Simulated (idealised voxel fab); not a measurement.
This section sets out a process module, namely voxel ribs on slabs.
The cross-section on display is named cut; it measures 265 nm wide, and its cells are 5 nm squares.
We lay out every cross-section as a grid of square cells and spell it out in bands from the top down, where one band means one or more rows of cells. Top height, bottom height, nm. Materials left to right, width each, nm. Single material + "everywhere" = fills band edge to edge. "blank" = empty. Basically, 0 is our baseline, since under it the wafer straight out of the box is all one material. The bottom band has no lower end and keeps on going down, so it looks like "0 -> down". The two numbers in a width such as "30..40" mark its ends across the band: the first belongs to the top row of cells, the second to the bottom row, and from each row to the next the width moves by the same amount. Reading "nothing changed" for a step: not a cell of the cross-section changed in it. The entry titled "Internal closed voids" provides the empty spaces that have no open way to the top, restricted to those of 8 cells or more. Each is presented as width x height at distance, the distance being measured from the left edge, with all three in nm. What comes after the settings on a step's line is commentary from the simulator itself on that step. overlay nm: step with mask; distance mask lay right of planned place; negative value = left of planned place.

The planned process steps are enumerated hereunder:
1: RECEIVE,material Si
2: DIRECTIONAL_DEP,material SiO2,thk nm 30
3: DIRECTIONAL_DEP,material polySi,thk nm 20
4: PATTERN,tone cover,mask id RIB,material resist,width nm 30,thk nm 15,overlay nm 0
5: DIRECTIONAL_ETCH,etch materials polySi,depth nm 5
6: STRIP,etch materials resist
7: MASKED_ETCH,tone cover,mask id SLAB,width nm 60,etch materials polySi,depth nm 15,overlay nm 0
8: FILL_DEP,material SiO2,thk nm 20
9: CMP,height nm 60
10: DIRECTIONAL_DEP,material TiN,thk nm 10
11: PATTERN,tone cover,mask id HEATER,material resist,width nm 40,thk nm 15,overlay nm 0
12: DIRECTIONAL_ETCH,etch materials TiN,depth nm 10
13: STRIP,etch materials resist
14: CONFORMAL_DEP,material SiN,thk nm 10

Account of the first of two wafers, which was processed as intended:

As-received state of the wafer in cross-section, equivalent to post-step 1:
0 -> down = Si everywhere
Internal closed voids: none

The following cross-section depicts the wafer upon completion of step 2:
30 -> 0 = SiO2 everywhere
Beneath the level 0, the cross-section is identical to its previous state.

The following cross-section depicts the wafer upon completion of step 3:
50 -> 30 = polySi everywhere
Beneath the level 30, the cross-section is identical to its previous state.

The following cross-section depicts the wafer upon completion of step 4:
65 -> 50 = 115 nm blank, then 30 nm resist, then 120 nm blank
Beneath the level 50, the cross-section is identical to its previous state.

The following cross-section depicts the wafer upon completion of step 5:
65 -> 50 = 115 nm blank, then 30 nm resist, then 120 nm blank
50 -> 45 = 115 nm blank, then 30 nm polySi, then 120 nm blank
Beneath the level 45, the cross-section is identical to its previous state.

The following cross-section depicts the wafer upon completion of step 6:
50 -> 45 = 115 nm blank, then 30 nm polySi, then 120 nm blank
Beneath the level 45, the cross-section is identical to its previous state.

The following cross-section depicts the wafer upon completion of step 7:
50 -> 45 = 115 nm blank, then 30 nm polySi, then 120 nm blank
45 -> 30 = 100 nm blank, then 60 nm polySi, then 105 nm blank
Beneath the level 30, the cross-section is identical to its previous state.

The following cross-section depicts the wafer upon completion of step 8:
70 -> 50 = SiO2 everywhere
50 -> 45 = 115 nm SiO2, then 30 nm polySi, then 120 nm SiO2
45 -> 30 = 100 nm SiO2, then 60 nm polySi, then 105 nm SiO2
Beneath the level 30, the cross-section is identical to its previous state.

The following cross-section depicts the wafer upon completion of step 9:
60 -> 50 = SiO2 everywhere
Beneath the level 50, the cross-section is identical to its previous state.

The following cross-section depicts the wafer upon completion of step 10:
70 -> 60 = TiN everywhere
Beneath the level 60, the cross-section is identical to its previous state.

The following cross-section depicts the wafer upon completion of step 11:
85 -> 70 = 110 nm blank, then 40 nm resist, then 115 nm blank
Beneath the level 70, the cross-section is identical to its previous state.

The following cross-section depicts the wafer upon completion of step 12:
85 -> 70 = 110 nm blank, then 40 nm resist, then 115 nm blank
70 -> 60 = 110 nm blank, then 40 nm TiN, then 115 nm blank
Beneath the level 60, the cross-section is identical to its previous state.

The following cross-section depicts the wafer upon completion of step 13:
70 -> 60 = 110 nm blank, then 40 nm TiN, then 115 nm blank
Beneath the level 60, the cross-section is identical to its previous state.

The following cross-section depicts the wafer upon completion of step 14:
80 -> 70 = 100 nm blank, then 60 nm SiN, then 105 nm blank
70 -> 60 = 110 nm SiN, then 40 nm TiN, then 115 nm SiN
Beneath the level 60, the cross-section is identical to its previous state.

Here the second wafer is described. Its start and its plan were those of the first wafer. Its run contained one mistake. Up to and including step 2, it did exactly what the first wafer did:

X-section, second wafer, when step 3 was due to finish:
70 -> 30 = polySi everywhere
Beneath the level 30, the cross-section is identical to its previous state.

X-section, second wafer, when step 4 was due to finish:
85 -> 70 = 115 nm blank, then 30 nm resist, then 120 nm blank
Beneath the level 70, the cross-section is identical to its previous state.

X-section, second wafer, when step 5 was due to finish:
85 -> 70 = 115 nm blank, then 30 nm resist, then 120 nm blank
70 -> 65 = 115 nm blank, then 30 nm polySi, then 120 nm blank
Beneath the level 65, the cross-section is identical to its previous state.

X-section, second wafer, when step 6 was due to finish:
70 -> 65 = 115 nm blank, then 30 nm polySi, then 120 nm blank
Beneath the level 65, the cross-section is identical to its previous state.

X-section, second wafer, when step 7 was due to finish:
70 -> 65 = 115 nm blank, then 30 nm polySi, then 120 nm blank
65 -> 50 = 100 nm blank, then 60 nm polySi, then 105 nm blank
Beneath the level 50, the cross-section is identical to its previous state.

X-section, second wafer, when step 8 was due to finish:
90 -> 70 = SiO2 everywhere
70 -> 65 = 115 nm SiO2, then 30 nm polySi, then 120 nm SiO2
65 -> 50 = 100 nm SiO2, then 60 nm polySi, then 105 nm SiO2
Beneath the level 50, the cross-section is identical to its previous state.

X-section, second wafer, when step 9 was due to finish:
60 -> 50 = 100 nm SiO2, then 60 nm polySi, then 105 nm SiO2
Beneath the level 50, the cross-section is identical to its previous state.

X-section, second wafer, when step 10 was due to finish:
70 -> 60 = TiN everywhere
Beneath the level 60, the cross-section is identical to its previous state.

X-section, second wafer, when step 11 was due to finish:
85 -> 70 = 110 nm blank, then 40 nm resist, then 115 nm blank
Beneath the level 70, the cross-section is identical to its previous state.

X-section, second wafer, when step 12 was due to finish:
85 -> 70 = 110 nm blank, then 40 nm resist, then 115 nm blank
70 -> 60 = 110 nm blank, then 40 nm TiN, then 115 nm blank
Beneath the level 60, the cross-section is identical to its previous state.

X-section, second wafer, when step 13 was due to finish:
70 -> 60 = 110 nm blank, then 40 nm TiN, then 115 nm blank
Beneath the level 60, the cross-section is identical to its previous state.

X-section, second wafer, when step 14 was due to finish:
80 -> 70 = 100 nm blank, then 60 nm SiN, then 105 nm blank
70 -> 60 = 110 nm SiN, then 40 nm TiN, then 115 nm SiN
Beneath the level 60, the cross-section is identical to its previous state.
Which mistake was made when the wafer was run? step 3 in the plan was executed twice
In the final state, the cell counts of the second wafer exceed or fall short of those of the first for the following materials: -194 SiO2 | +194 polySi
